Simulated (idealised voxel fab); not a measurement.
process module | voxel transistor to metal
cross-section cut | 295 nm wide | cells 5 nm
A cross-section is a grid of square cells, given in bands from the top down. A band is one or more rows of cells.
Each band's line starts with the height of the band's top and of its bottom, in nm. Then come its materials from left to right, each with its width in nm. One material with "throughout" fills the band from edge to edge. "air" is empty space.
Height 0 is the level under which the wafer as received is all one material. The lowest band goes on downwards, as in "0 down".
A width such as "30 to 40" changes by the same amount from each row of cells to the next, from the band's top row to its bottom row.
"no change" after a step means that no cell of the cross-section changed.
closed voids: empty space of 8 cells or more with no open way to the top, each as width x height at its distance from the left edge, in nm
after a step's settings: what the simulator itself notes on the step
overlay nm, on a step with a mask: how far to the right of its planned place the mask lay; to the left if negative
Each pair below shows a cross-section before one step and the cross-section after it, down to the lowest band that changed. The line under each pair gives the step between them, with its settings. The pairs can come from different runs of this module on the same starting wafer, so a pair continues from the pair above only where its "before" says so.
before
  30 to 25: air 65 | SiN 5 | air 5 | SiCN 25 | air 5 | SiN 5 | air 75 | SiN 5 | air 5 | SiCN 25 | air 5 | SiN 5 | air 65
  25 to 20: air 65 | SiN 5 | SiO2 5 | SiCN 25 | SiO2 5 | SiN 5 | air 75 | SiN 5 | SiO2 5 | SiCN 25 | SiO2 5 | SiN 5 | air 65
  20 to 5: air 65 | SiN 5 | SiO2 5 | polySi 25 | SiO2 5 | SiN 5 | air 75 | SiN 5 | SiO2 5 | polySi 25 | SiO2 5 | SiN 5 | air 65
  5 to 0: air 45 | SiN 5 | air 15 | SiN 5 | SiO2 5 | polySi 25 | SiO2 5 | SiN 5 | air 20 | SiN 5 | air 30 | SiN 5 | air 15 | SiN 5 | SiO2 5 | polySi 25 | SiO2 5 | SiN 5 | air 20 | SiN 5 | air 40
  0 to -5: SiO2 50 | air 15 | SiO2 45 | air 20 | SiO2 40 | air 15 | SiO2 45 | air 20 | SiO2 45
  -5 to -20: SiO2 45 | Si 5 | air 15 | Si 45 | air 20 | Si 5 | SiO2 30 | Si 5 | air 15 | Si 45 | air 20 | Si 5 | SiO2 40
  -20 to -30: SiO2 45 | Si 90 | SiO2 30 | Si 90 | SiO2 40
  -30 down: Si throughout
  closed voids: none
after
  30 to 25: air 65 | SiN 5 | air 5 | SiCN 25 | air 5 | SiN 5 | air 75 | SiN 5 | air 5 | SiCN 25 | air 5 | SiN 5 | air 65
  25 to 20: air 65 | SiN 5 | SiO2 5 | SiCN 25 | SiO2 5 | SiN 5 | air 75 | SiN 5 | SiO2 5 | SiCN 25 | SiO2 5 | SiN 5 | air 65
  20 to 10: air 65 | SiN 5 | SiO2 5 | polySi 25 | SiO2 5 | SiN 5 | air 75 | SiN 5 | SiO2 5 | polySi 25 | SiO2 5 | SiN 5 | air 65
  10 to 5: air 45 | nSi 20 | SiN 5 | SiO2 5 | polySi 25 | SiO2 5 | SiN 5 | nSi 25 | air 30 | nSi 20 | SiN 5 | SiO2 5 | polySi 25 | SiO2 5 | SiN 5 | nSi 25 | air 40
  5 to 0: air 45 | SiN 5 | nSi 15 | SiN 5 | SiO2 5 | polySi 25 | SiO2 5 | SiN 5 | nSi 20 | SiN 5 | air 30 | SiN 5 | nSi 15 | SiN 5 | SiO2 5 | polySi 25 | SiO2 5 | SiN 5 | nSi 20 | SiN 5 | air 40
  0 to -5: SiO2 50 | nSi 15 | SiO2 45 | nSi 20 | SiO2 40 | nSi 15 | SiO2 45 | nSi 20 | SiO2 45
  -5 to -20: SiO2 45 | Si 5 | nSi 15 | Si 45 | nSi 20 | Si 5 | SiO2 30 | Si 5 | nSi 15 | Si 45 | nSi 20 | Si 5 | SiO2 40
  below -20: unchanged
  closed voids: none
the step between: op EPI | material nSi | thk nm 15
before: the cross-section after the pair above
after
  40 to 30: SiO2 throughout
  30 to 20: SiO2 65 | SiN 5 | SiO2 5 | SiCN 25 | SiO2 5 | SiN 5 | SiO2 75 | SiN 5 | SiO2 5 | SiCN 25 | SiO2 5 | SiN 5 | SiO2 65
  20 to 10: SiO2 65 | SiN 5 | SiO2 5 | polySi 25 | SiO2 5 | SiN 5 | SiO2 75 | SiN 5 | SiO2 5 | polySi 25 | SiO2 5 | SiN 5 | SiO2 65
  10 to 5: SiO2 45 | nSi 20 | SiN 5 | SiO2 5 | polySi 25 | SiO2 5 | SiN 5 | nSi 25 | SiO2 30 | nSi 20 | SiN 5 | SiO2 5 | polySi 25 | SiO2 5 | SiN 5 | nSi 25 | SiO2 40
  5 to 0: SiO2 45 | SiN 5 | nSi 15 | SiN 5 | SiO2 5 | polySi 25 | SiO2 5 | SiN 5 | nSi 20 | SiN 5 | SiO2 30 | SiN 5 | nSi 15 | SiN 5 | SiO2 5 | polySi 25 | SiO2 5 | SiN 5 | nSi 20 | SiN 5 | SiO2 40
  below 0: unchanged
  closed voids: none
the step between: op FILL_DEP | material SiO2 | thk nm 10
before: the cross-section after the pair above
after
  20 to 10: SiO2 65 | SiN 5 | SiO2 5 | polySi 25 | SiO2 5 | SiN 5 | SiO2 75 | SiN 5 | SiO2 5 | polySi 25 | SiO2 5 | SiN 5 | SiO2 65
  below 10: unchanged
  closed voids: none
the step between: op CMP | height nm 20
before: the cross-section after the pair above
after
  20 to 10: SiO2 65 | SiN 5 | SiO2 5 | air 25 | SiO2 5 | SiN 5 | SiO2 75 | SiN 5 | SiO2 5 | air 25 | SiO2 5 | SiN 5 | SiO2 65
  10 to 5: SiO2 45 | nSi 20 | SiN 5 | SiO2 5 | air 25 | SiO2 5 | SiN 5 | nSi 25 | SiO2 30 | nSi 20 | SiN 5 | SiO2 5 | air 25 | SiO2 5 | SiN 5 | nSi 25 | SiO2 40
  5 to 0: SiO2 45 | SiN 5 | nSi 15 | SiN 5 | SiO2 5 | air 25 | SiO2 5 | SiN 5 | nSi 20 | SiN 5 | SiO2 30 | SiN 5 | nSi 15 | SiN 5 | SiO2 5 | air 25 | SiO2 5 | SiN 5 | nSi 20 | SiN 5 | SiO2 40
  below 0: unchanged
  closed voids: none
the step between: op STRIP | etch materials polySi
before: the cross-section after the pair above
after
  20 to 15: air 65 | SiN 5 | air 35 | SiN 5 | air 75 | SiN 5 | air 35 | SiN 5 | air 65
  15 to 10: SiO2 65 | SiN 5 | air 35 | SiN 5 | SiO2 75 | SiN 5 | air 35 | SiN 5 | SiO2 65
  10 to 5: SiO2 45 | nSi 20 | SiN 5 | air 35 | SiN 5 | nSi 25 | SiO2 30 | nSi 20 | SiN 5 | air 35 | SiN 5 | nSi 25 | SiO2 40
  5 to 0: SiO2 45 | SiN 5 | nSi 15 | SiN 5 | air 35 | SiN 5 | nSi 20 | SiN 5 | SiO2 30 | SiN 5 | nSi 15 | SiN 5 | air 35 | SiN 5 | nSi 20 | SiN 5 | SiO2 40
  0 to -5: SiO2 50 | nSi 15 | SiO2 5 | air 35 | SiO2 5 | nSi 20 | SiO2 40 | nSi 15 | SiO2 5 | air 35 | SiO2 5 | nSi 20 | SiO2 45
  below -5: unchanged
  closed voids: none
the step between: op SELECTIVE_ETCH | etch materials SiO2 | depth nm 5
before: the cross-section after the pair above
after
  25 to 20: air 60 | HfO2 15 | air 25 | HfO2 15 | air 65 | HfO2 15 | air 25 | HfO2 15 | air 60
  20 to 15: HfO2 65 | SiN 5 | HfO2 5 | air 25 | HfO2 5 | SiN 5 | HfO2 75 | SiN 5 | HfO2 5 | air 25 | HfO2 5 | SiN 5 | HfO2 65
  15 to 10: SiO2 65 | SiN 5 | HfO2 5 | air 25 | HfO2 5 | SiN 5 | SiO2 75 | SiN 5 | HfO2 5 | air 25 | HfO2 5 | SiN 5 | SiO2 65
  10 to 5: SiO2 45 | nSi 20 | SiN 5 | HfO2 5 | air 25 | HfO2 5 | SiN 5 | nSi 25 | SiO2 30 | nSi 20 | SiN 5 | HfO2 5 | air 25 | HfO2 5 | SiN 5 | nSi 25 | SiO2 40
  5 to 0: SiO2 45 | SiN 5 | nSi 15 | SiN 5 | HfO2 5 | air 25 | HfO2 5 | SiN 5 | nSi 20 | SiN 5 | SiO2 30 | SiN 5 | nSi 15 | SiN 5 | HfO2 5 | air 25 | HfO2 5 | SiN 5 | nSi 20 | SiN 5 | SiO2 40
  0 to -5: SiO2 50 | nSi 15 | SiO2 5 | HfO2 35 | SiO2 5 | nSi 20 | SiO2 40 | nSi 15 | SiO2 5 | HfO2 35 | SiO2 5 | nSi 20 | SiO2 45
  below -5: unchanged
  closed voids: none
the step between: op CONFORMAL_DEP | material HfO2 | thk nm 5
before: the cross-section after the pair above
after
  30 to 25: air 55 | TiN 25 | air 15 | TiN 25 | air 55 | TiN 25 | air 15 | TiN 25 | air 55
  25 to 20: TiN 60 | HfO2 15 | TiN 5 | air 15 | TiN 5 | HfO2 15 | TiN 65 | HfO2 15 | TiN 5 | air 15 | TiN 5 | HfO2 15 | TiN 60
  20 to 15: HfO2 65 | SiN 5 | HfO2 5 | TiN 5 | air 15 | TiN 5 | HfO2 5 | SiN 5 | HfO2 75 | SiN 5 | HfO2 5 | TiN 5 | air 15 | TiN 5 | HfO2 5 | SiN 5 | HfO2 65
  15 to 10: SiO2 65 | SiN 5 | HfO2 5 | TiN 5 | air 15 | TiN 5 | HfO2 5 | SiN 5 | SiO2 75 | SiN 5 | HfO2 5 | TiN 5 | air 15 | TiN 5 | HfO2 5 | SiN 5 | SiO2 65
  10 to 5: SiO2 45 | nSi 20 | SiN 5 | HfO2 5 | TiN 5 | air 15 | TiN 5 | HfO2 5 | SiN 5 | nSi 25 | SiO2 30 | nSi 20 | SiN 5 | HfO2 5 | TiN 5 | air 15 | TiN 5 | HfO2 5 | SiN 5 | nSi 25 | SiO2 40
  5 to 0: SiO2 45 | SiN 5 | nSi 15 | SiN 5 | HfO2 5 | TiN 25 | HfO2 5 | SiN 5 | nSi 20 | SiN 5 | SiO2 30 | SiN 5 | nSi 15 | SiN 5 | HfO2 5 | TiN 25 | HfO2 5 | SiN 5 | nSi 20 | SiN 5 | SiO2 40
  below 0: unchanged
  closed voids: none
the step between: op CONFORMAL_DEP | material TiN | thk nm 5
before: the cross-section after the pair above
after
  35 to 30: W throughout
  30 to 25: W 55 | TiN 25 | W 15 | TiN 25 | W 55 | TiN 25 | W 15 | TiN 25 | W 55
  25 to 20: TiN 60 | HfO2 15 | TiN 5 | W 15 | TiN 5 | HfO2 15 | TiN 65 | HfO2 15 | TiN 5 | W 15 | TiN 5 | HfO2 15 | TiN 60
  20 to 15: HfO2 65 | SiN 5 | HfO2 5 | TiN 5 | W 15 | TiN 5 | HfO2 5 | SiN 5 | HfO2 75 | SiN 5 | HfO2 5 | TiN 5 | W 15 | TiN 5 | HfO2 5 | SiN 5 | HfO2 65
  15 to 10: SiO2 65 | SiN 5 | HfO2 5 | TiN 5 | W 15 | TiN 5 | HfO2 5 | SiN 5 | SiO2 75 | SiN 5 | HfO2 5 | TiN 5 | W 15 | TiN 5 | HfO2 5 | SiN 5 | SiO2 65
  10 to 5: SiO2 45 | nSi 20 | SiN 5 | HfO2 5 | TiN 5 | W 15 | TiN 5 | HfO2 5 | SiN 5 | nSi 25 | SiO2 30 | nSi 20 | SiN 5 | HfO2 5 | TiN 5 | W 15 | TiN 5 | HfO2 5 | SiN 5 | nSi 25 | SiO2 40
  below 5: unchanged
  closed voids: none
the step between: op FILL_DEP | material W | thk nm 5
before: the cross-section after the pair above
after
  15 to 10: SiO2 65 | SiN 5 | HfO2 5 | TiN 5 | W 15 | TiN 5 | HfO2 5 | SiN 5 | SiO2 75 | SiN 5 | HfO2 5 | TiN 5 | W 15 | TiN 5 | HfO2 5 | SiN 5 | SiO2 65
  below 10: unchanged
  closed voids: none
the step between: op CMP | height nm 15
before: the cross-section after the pair above
after
  25 to 15: SiO2 throughout
  below 15: unchanged
  closed voids: none
the step between: op DIRECTIONAL_DEP | material SiO2 | thk nm 10
before: the cross-section after the pair above
after
  25 to 15: SiO2 45 | air 15 | SiO2 55 | air 15 | SiO2 35 | air 15 | SiO2 55 | air 15 | SiO2 45
  15 to 10: SiO2 45 | air 15 | SiO2 5 | SiN 5 | HfO2 5 | TiN 5 | W 15 | TiN 5 | HfO2 5 | SiN 5 | SiO2 5 | air 15 | SiO2 35 | air 15 | SiO2 5 | SiN 5 | HfO2 5 | TiN 5 | W 15 | TiN 5 | HfO2 5 | SiN 5 | SiO2 5 | air 15 | SiO2 45
  below 10: unchanged
  closed voids: none
the step between: op MASKED_ETCH | tone open | mask id CONTACT | width nm 15 | etch materials SiO2 | depth nm 15 | overlay nm 0
before: the cross-section after the pair above
after
  30 to 25: TiN 50 | air 5 | TiN 65 | air 5 | TiN 45 | air 5 | TiN 65 | air 5 | TiN 50
  25 to 15: SiO2 45 | TiN 5 | air 5 | TiN 5 | SiO2 55 | TiN 5 | air 5 | TiN 5 | SiO2 35 | TiN 5 | air 5 | TiN 5 | SiO2 55 | TiN 5 | air 5 | TiN 5 | SiO2 45
  15 to 10: SiO2 45 | TiN 15 | SiO2 5 | SiN 5 | HfO2 5 | TiN 5 | W 15 | TiN 5 | HfO2 5 | SiN 5 | SiO2 5 | TiN 15 | SiO2 35 | TiN 15 | SiO2 5 | SiN 5 | HfO2 5 | TiN 5 | W 15 | TiN 5 | HfO2 5 | SiN 5 | SiO2 5 | TiN 15 | SiO2 45
  below 10: unchanged
  closed voids: none
the step between: op CONFORMAL_DEP | material TiN | thk nm 5
before: the cross-section after the pair above
after
  40 to 30: Ru throughout
  30 to 25: TiN 50 | Ru 5 | TiN 65 | Ru 5 | TiN 45 | Ru 5 | TiN 65 | Ru 5 | TiN 50
  25 to 15: SiO2 45 | TiN 5 | Ru 5 | TiN 5 | SiO2 55 | TiN 5 | Ru 5 | TiN 5 | SiO2 35 | TiN 5 | Ru 5 | TiN 5 | SiO2 55 | TiN 5 | Ru 5 | TiN 5 | SiO2 45
  below 15: unchanged
  closed voids: none
the step between: op FILL_DEP | material Ru | thk nm 10
before: the cross-section after the pair above
after
  25 to 15: SiO2 45 | TiN 5 | Ru 5 | TiN 5 | SiO2 55 | TiN 5 | Ru 5 | TiN 5 | SiO2 35 | TiN 5 | Ru 5 | TiN 5 | SiO2 55 | TiN 5 | Ru 5 | TiN 5 | SiO2 45
  below 15: unchanged
  closed voids: none
the step between: op CMP | height nm 25
before: the cross-section after the pair above
after
  30 to 25: TiN throughout
  below 25: unchanged
  closed voids: none
the step between: op DIRECTIONAL_DEP | material TiN | thk nm 5
before: the cross-section after the pair above
after
  50 to 30: Ru throughout
  below 30: unchanged
  closed voids: none
the step between: op DIRECTIONAL_DEP | material Ru | thk nm 20
before: the cross-section after the pair above
after
  60 to 50: aC throughout
  below 50: unchanged
  closed voids: none
the step between: op DIRECTIONAL_DEP | material aC | thk nm 10
before: the cross-section after the pair above
after
  90 to 60: air 45 | resist 15 | air 55 | resist 15 | air 35 | resist 15 | air 55 | resist 15 | air 45
  below 60: unchanged
  closed voids: none
the step between: op PATTERN | tone cover | mask id METAL_1 | material resist | width nm 15 | thk nm 30 | overlay nm 0
before: the cross-section after the pair above
after
  80 to 60: air 45 | resist 15 | air 55 | resist 15 | air 35 | resist 15 | air 55 | resist 15 | air 45
  60 to 50: air 45 | aC 15 | air 55 | aC 15 | air 35 | aC 15 | air 55 | aC 15 | air 45
  below 50: unchanged
  closed voids: none
the step between: op DIRECTIONAL_ETCH | etch materials aC | depth nm 10
before: the cross-section after the pair above
after
  60 to 50: air 45 | aC 15 | air 55 | aC 15 | air 35 | aC 15 | air 55 | aC 15 | air 45
  below 50: unchanged
  closed voids: none
the step between: op STRIP | etch materials resist
before: the cross-section after the pair above
after
  60 to 50: air 45 | aC 15 | air 55 | aC 15 | air 35 | aC 15 | air 55 | aC 15 | air 45
  50 to 30: air 45 | Ru 15 | air 55 | Ru 15 | air 35 | Ru 15 | air 55 | Ru 15 | air 45
  below 30: unchanged
  closed voids: none
the step between: op DIRECTIONAL_ETCH | etch materials Ru | depth nm 20
before: the cross-section after the pair above
after
  60 to 50: air 45 | aC 15 | air 55 | aC 15 | air 35 | aC 15 | air 55 | aC 15 | air 45
  50 to 30: air 45 | Ru 15 | air 55 | Ru 15 | air 35 | Ru 15 | air 55 | Ru 15 | air 45
  30 to 25: air 45 | TiN 15 | air 55 | TiN 15 | air 35 | TiN 15 | air 55 | TiN 15 | air 45
  below 25: unchanged
  closed voids: none
the step between: op DIRECTIONAL_ETCH | etch materials TiN | depth nm 5
before: the cross-section after the pair above
after
  50 to 30: air 45 | Ru 15 | air 55 | Ru 15 | air 35 | Ru 15 | air 55 | Ru 15 | air 45
  below 30: unchanged
  closed voids: none
the step between: op STRIP | etch materials aC
before: the cross-section after the pair above
after
  55 to 50: air 40 | SiCN 25 | air 45 | SiCN 25 | air 25 | SiCN 25 | air 45 | SiCN 25 | air 40
  50 to 30: air 40 | SiCN 5 | Ru 15 | SiCN 5 | air 45 | SiCN 5 | Ru 15 | SiCN 5 | air 25 | SiCN 5 | Ru 15 | SiCN 5 | air 45 | SiCN 5 | Ru 15 | SiCN 5 | air 40
  30 to 25: SiCN 45 | TiN 15 | SiCN 55 | TiN 15 | SiCN 35 | TiN 15 | SiCN 55 | TiN 15 | SiCN 45
  below 25: unchanged
  closed voids: none
the step between: op CONFORMAL_DEP | material SiCN | thk nm 5
before: the cross-section after the pair above
after
  65 to 55: SiO2 throughout
  55 to 50: SiO2 40 | SiCN 25 | SiO2 45 | SiCN 25 | SiO2 25 | SiCN 25 | SiO2 45 | SiCN 25 | SiO2 40
  50 to 30: SiO2 40 | SiCN 5 | Ru 15 | SiCN 5 | SiO2 45 | SiCN 5 | Ru 15 | SiCN 5 | SiO2 25 | SiCN 5 | Ru 15 | SiCN 5 | SiO2 45 | SiCN 5 | Ru 15 | SiCN 5 | SiO2 40
  below 30: unchanged
  closed voids: none
the step between: op FILL_DEP | material SiO2 | thk nm 10
before: the cross-section after the pair above
after
  50 to 30: SiO2 40 | SiCN 5 | Ru 15 | SiCN 5 | SiO2 45 | SiCN 5 | Ru 15 | SiCN 5 | SiO2 25 | SiCN 5 | Ru 15 | SiCN 5 | SiO2 45 | SiCN 5 | Ru 15 | SiCN 5 | SiO2 40
  below 30: unchanged
  closed voids: none
the step between: op CMP | height nm 50
before: the cross-section after the pair above
after
  55 to 50: SiCN throughout
  below 50: unchanged
  closed voids: none
the step between: op CONFORMAL_DEP | material SiCN | thk nm 5
before
  60 to 50: aC throughout
  50 to 30: Ru throughout
  30 to 25: TiN throughout
  25 to 15: SiO2 45 | TiN 5 | Ru 5 | TiN 5 | SiO2 55 | TiN 5 | Ru 5 | TiN 5 | SiO2 35 | TiN 5 | Ru 5 | TiN 5 | SiO2 55 | TiN 5 | Ru 5 | TiN 5 | SiO2 45
  15 to 10: SiO2 45 | TiN 15 | SiO2 5 | SiN 5 | HfO2 5 | TiN 5 | W 15 | TiN 5 | HfO2 5 | SiN 5 | SiO2 5 | TiN 15 | SiO2 35 | TiN 15 | SiO2 5 | SiN 5 | HfO2 5 | TiN 5 | W 15 | TiN 5 | HfO2 5 | SiN 5 | SiO2 5 | TiN 15 | SiO2 45
  10 to 5: SiO2 40 | nSi 25 | SiN 5 | HfO2 5 | TiN 5 | W 15 | TiN 5 | HfO2 5 | SiN 5 | nSi 25 | SiO2 25 | nSi 25 | SiN 5 | HfO2 5 | TiN 5 | W 15 | TiN 5 | HfO2 5 | SiN 5 | nSi 25 | SiO2 40
  5 to 0: SiO2 40 | SiN 5 | nSi 20 | SiN 5 | HfO2 5 | TiN 25 | HfO2 5 | SiN 5 | nSi 20 | SiN 5 | SiO2 25 | SiN 5 | nSi 20 | SiN 5 | HfO2 5 | TiN 25 | HfO2 5 | SiN 5 | nSi 20 | SiN 5 | SiO2 40
  0 to -5: SiO2 45 | nSi 20 | SiO2 5 | HfO2 35 | SiO2 5 | nSi 20 | SiO2 35 | nSi 20 | SiO2 5 | HfO2 35 | SiO2 5 | nSi 20 | SiO2 45
  -5 to -20: SiO2 40 | Si 5 | nSi 20 | Si 45 | nSi 20 | Si 5 | SiO2 25 | Si 5 | nSi 20 | Si 45 | nSi 20 | Si 5 | SiO2 40
  -20 to -30: SiO2 40 | Si 95 | SiO2 25 | Si 95 | SiO2 40
  -30 down: Si throughout
  closed voids: none
after
  90 to 60: air 50 | resist 15 | air 55 | resist 15 | air 35 | resist 15 | air 55 | resist 15 | air 40
  below 60: unchanged
  closed voids: none
the step between: op PATTERN | tone cover | mask id METAL_1 | material resist | width nm 15 | thk nm 30 | overlay nm 5
before: the cross-section after the pair above
after
  80 to 60: air 50 | resist 15 | air 55 | resist 15 | air 35 | resist 15 | air 55 | resist 15 | air 40
  60 to 50: air 50 | aC 15 | air 55 | aC 15 | air 35 | aC 15 | air 55 | aC 15 | air 40
  below 50: unchanged
  closed voids: none
the step between: op DIRECTIONAL_ETCH | etch materials aC | depth nm 10
before: the cross-section after the pair above
after
  60 to 50: air 50 | aC 15 | air 55 | aC 15 | air 35 | aC 15 | air 55 | aC 15 | air 40
  below 50: unchanged
  closed voids: none
the step between: op STRIP | etch materials resist
before: the cross-section after the pair above
after
  60 to 50: air 50 | aC 15 | air 55 | aC 15 | air 35 | aC 15 | air 55 | aC 15 | air 40
  50 to 30: air 50 | Ru 15 | air 55 | Ru 15 | air 35 | Ru 15 | air 55 | Ru 15 | air 40
  below 30: unchanged
  closed voids: none
the step between: op DIRECTIONAL_ETCH | etch materials Ru | depth nm 20
before: the cross-section after the pair above
after
  60 to 50: air 50 | aC 15 | air 55 | aC 15 | air 35 | aC 15 | air 55 | aC 15 | air 40
  50 to 30: air 50 | Ru 15 | air 55 | Ru 15 | air 35 | Ru 15 | air 55 | Ru 15 | air 40
  30 to 25: air 50 | TiN 15 | air 55 | TiN 15 | air 35 | TiN 15 | air 55 | TiN 15 | air 40
  below 25: unchanged
  closed voids: none
the step between: op DIRECTIONAL_ETCH | etch materials TiN | depth nm 5
before: the cross-section after the pair above
after
  50 to 30: air 50 | Ru 15 | air 55 | Ru 15 | air 35 | Ru 15 | air 55 | Ru 15 | air 40
  below 30: unchanged
  closed voids: none
the step between: op STRIP | etch materials aC
before: the cross-section after the pair above
after
  55 to 50: air 45 | SiCN 25 | air 45 | SiCN 25 | air 25 | SiCN 25 | air 45 | SiCN 25 | air 35
  50 to 30: air 45 | SiCN 5 | Ru 15 | SiCN 5 | air 45 | SiCN 5 | Ru 15 | SiCN 5 | air 25 | SiCN 5 | Ru 15 | SiCN 5 | air 45 | SiCN 5 | Ru 15 | SiCN 5 | air 35
  30 to 25: SiCN 50 | TiN 15 | SiCN 55 | TiN 15 | SiCN 35 | TiN 15 | SiCN 55 | TiN 15 | SiCN 40
  below 25: unchanged
  closed voids: none
the step between: op CONFORMAL_DEP | material SiCN | thk nm 5
before: the cross-section after the pair above
after
  65 to 55: SiO2 throughout
  55 to 50: SiO2 45 | SiCN 25 | SiO2 45 | SiCN 25 | SiO2 25 | SiCN 25 | SiO2 45 | SiCN 25 | SiO2 35
  50 to 30: SiO2 45 | SiCN 5 | Ru 15 | SiCN 5 | SiO2 45 | SiCN 5 | Ru 15 | SiCN 5 | SiO2 25 | SiCN 5 | Ru 15 | SiCN 5 | SiO2 45 | SiCN 5 | Ru 15 | SiCN 5 | SiO2 35
  below 30: unchanged
  closed voids: none
the step between: op FILL_DEP | material SiO2 | thk nm 10
before: the cross-section after the pair above
after
  50 to 30: SiO2 45 | SiCN 5 | Ru 15 | SiCN 5 | SiO2 45 | SiCN 5 | Ru 15 | SiCN 5 | SiO2 25 | SiCN 5 | Ru 15 | SiCN 5 | SiO2 45 | SiCN 5 | Ru 15 | SiCN 5 | SiO2 35
  below 30: unchanged
  closed voids: none
the step between: op CMP | height nm 50
before: the cross-section after the pair above
after
  55 to 50: SiCN throughout
  below 50: unchanged
  closed voids: none
the step between: op CONFORMAL_DEP | material SiCN | thk nm 5
before
  15 to 5: air 40 | SiN 95 | air 25 | SiN 95 | air 40
  5 to 0: air 40 | SiO2 95 | air 25 | SiO2 95 | air 40
  0 to -30: air 40 | Si 95 | air 25 | Si 95 | air 40
  -30 down: Si throughout
  closed voids: none
after
  25 to 15: HfO2 throughout
  15 to 5: HfO2 40 | SiN 95 | HfO2 25 | SiN 95 | HfO2 40
  5 to 0: HfO2 40 | SiO2 95 | HfO2 25 | SiO2 95 | HfO2 40
  0 to -30: HfO2 40 | Si 95 | HfO2 25 | Si 95 | HfO2 40
  below -30: unchanged
  closed voids: none
the step between: op FILL_DEP | material HfO2 | thk nm 10
before: the cross-section after the pair above
after
  15 to 5: HfO2 40 | SiN 95 | HfO2 25 | SiN 95 | HfO2 40
  below 5: unchanged
  closed voids: none
the step between: op CMP | height nm 15
before: the cross-section after the pair above
after
  15 to 5: HfO2 40 | air 95 | HfO2 25 | air 95 | HfO2 40
  below 5: unchanged
  closed voids: none
the step between: op STRIP | etch materials SiN
before: the cross-section after the pair above
after
  15 to 0: HfO2 40 | air 95 | HfO2 25 | air 95 | HfO2 40
  below 0: unchanged
  closed voids: none
the step between: op SELECTIVE_ETCH | etch materials SiO2 | depth nm 5
before: the cross-section after the pair above
after
  15 to 0: HfO2 40 | air 95 | HfO2 25 | air 95 | HfO2 40
  0 to -5: HfO2 40 | SiO2 95 | HfO2 25 | SiO2 95 | HfO2 40
  below -5: unchanged
  closed voids: none
the step between: op OXIDIZE | depth nm 5
before: the cross-section after the pair above
after
  35 to 20: polySi 40 | air 95 | polySi 25 | air 95 | polySi 40
  20 to 15: polySi throughout
  15 to 0: HfO2 40 | polySi 95 | HfO2 25 | polySi 95 | HfO2 40
  below 0: unchanged
  closed voids: none
the step between: op DIRECTIONAL_DEP | material polySi | thk nm 20
before: the cross-section after the pair above
after
  45 to 35: SiCN 40 | air 95 | SiCN 25 | air 95 | SiCN 40
  35 to 30: polySi 40 | air 95 | polySi 25 | air 95 | polySi 40
  30 to 20: polySi 40 | SiCN 95 | polySi 25 | SiCN 95 | polySi 40
  below 20: unchanged
  closed voids: none
the step between: op DIRECTIONAL_DEP | material SiCN | thk nm 10
before: the cross-section after the pair above
after
  35 to 30: polySi 40 | air 95 | polySi 25 | air 95 | polySi 40
  30 to 20: polySi 40 | air 35 | SiCN 25 | air 35 | polySi 25 | air 35 | SiCN 25 | air 35 | polySi 40
  below 20: unchanged
  closed voids: none
the step between: op MASKED_ETCH | tone cover | mask id GATE | width nm 25 | pitch nm 120 | etch materials SiCN | depth nm 20 | overlay nm 0
before: the cross-section after the pair above
after
  30 to 20: air 75 | SiCN 25 | air 95 | SiCN 25 | air 75
  20 to 15: air 75 | polySi 25 | air 95 | polySi 25 | air 75
  15 to 0: HfO2 40 | air 35 | polySi 25 | air 35 | HfO2 25 | air 35 | polySi 25 | air 35 | HfO2 40
  below 0: unchanged
  closed voids: none
the step between: op MASKED_ETCH | tone cover | mask id GATE | width nm 25 | pitch nm 120 | etch materials polySi | depth nm 30 | overlay nm 0
before: the cross-section after the pair above
after
  35 to 30: air 70 | SiO2 35 | air 85 | SiO2 35 | air 70
  30 to 20: air 70 | SiO2 5 | SiCN 25 | SiO2 5 | air 85 | SiO2 5 | SiCN 25 | SiO2 5 | air 70
  20 to 15: SiO2 45 | air 25 | SiO2 5 | polySi 25 | SiO2 5 | air 25 | SiO2 35 | air 25 | SiO2 5 | polySi 25 | SiO2 5 | air 25 | SiO2 45
  15 to 5: HfO2 40 | SiO2 5 | air 25 | SiO2 5 | polySi 25 | SiO2 5 | air 25 | SiO2 5 | HfO2 25 | SiO2 5 | air 25 | SiO2 5 | polySi 25 | SiO2 5 | air 25 | SiO2 5 | HfO2 40
  5 to 0: HfO2 40 | SiO2 35 | polySi 25 | SiO2 35 | HfO2 25 | SiO2 35 | polySi 25 | SiO2 35 | HfO2 40
  below 0: unchanged
  closed voids: none
the step between: op CONFORMAL_DEP | material SiO2 | thk nm 5
before: the cross-section after the pair above
after
  30 to 20: air 70 | SiO2 5 | SiCN 25 | SiO2 5 | air 85 | SiO2 5 | SiCN 25 | SiO2 5 | air 70
  20 to 15: air 70 | SiO2 5 | polySi 25 | SiO2 5 | air 85 | SiO2 5 | polySi 25 | SiO2 5 | air 70
  15 to 0: HfO2 40 | SiO2 5 | air 25 | SiO2 5 | polySi 25 | SiO2 5 | air 25 | SiO2 5 | HfO2 25 | SiO2 5 | air 25 | SiO2 5 | polySi 25 | SiO2 5 | air 25 | SiO2 5 | HfO2 40
  below 0: unchanged
  closed voids: none
the step between: op DIRECTIONAL_ETCH | etch materials SiO2 | depth nm 5
before: the cross-section after the pair above
after
  35 to 30: air 65 | SiN 45 | air 75 | SiN 45 | air 65
  30 to 20: air 65 | SiN 5 | SiO2 5 | SiCN 25 | SiO2 5 | SiN 5 | air 75 | SiN 5 | SiO2 5 | SiCN 25 | SiO2 5 | SiN 5 | air 65
  20 to 15: SiN 50 | air 15 | SiN 5 | SiO2 5 | polySi 25 | SiO2 5 | SiN 5 | air 15 | SiN 45 | air 15 | SiN 5 | SiO2 5 | polySi 25 | SiO2 5 | SiN 5 | air 15 | SiN 50
  15 to 5: HfO2 40 | SiO2 5 | SiN 5 | air 15 | SiN 5 | SiO2 5 | polySi 25 | SiO2 5 | SiN 5 | air 15 | SiN 5 | SiO2 5 | HfO2 25 | SiO2 5 | SiN 5 | air 15 | SiN 5 | SiO2 5 | polySi 25 | SiO2 5 | SiN 5 | air 15 | SiN 5 | SiO2 5 | HfO2 40
  5 to 0: HfO2 40 | SiO2 5 | SiN 25 | SiO2 5 | polySi 25 | SiO2 5 | SiN 25 | SiO2 5 | HfO2 25 | SiO2 5 | SiN 25 | SiO2 5 | polySi 25 | SiO2 5 | SiN 25 | SiO2 5 | HfO2 40
  below 0: unchanged
  closed voids: none
the step between: op CONFORMAL_DEP | material SiN | thk nm 5
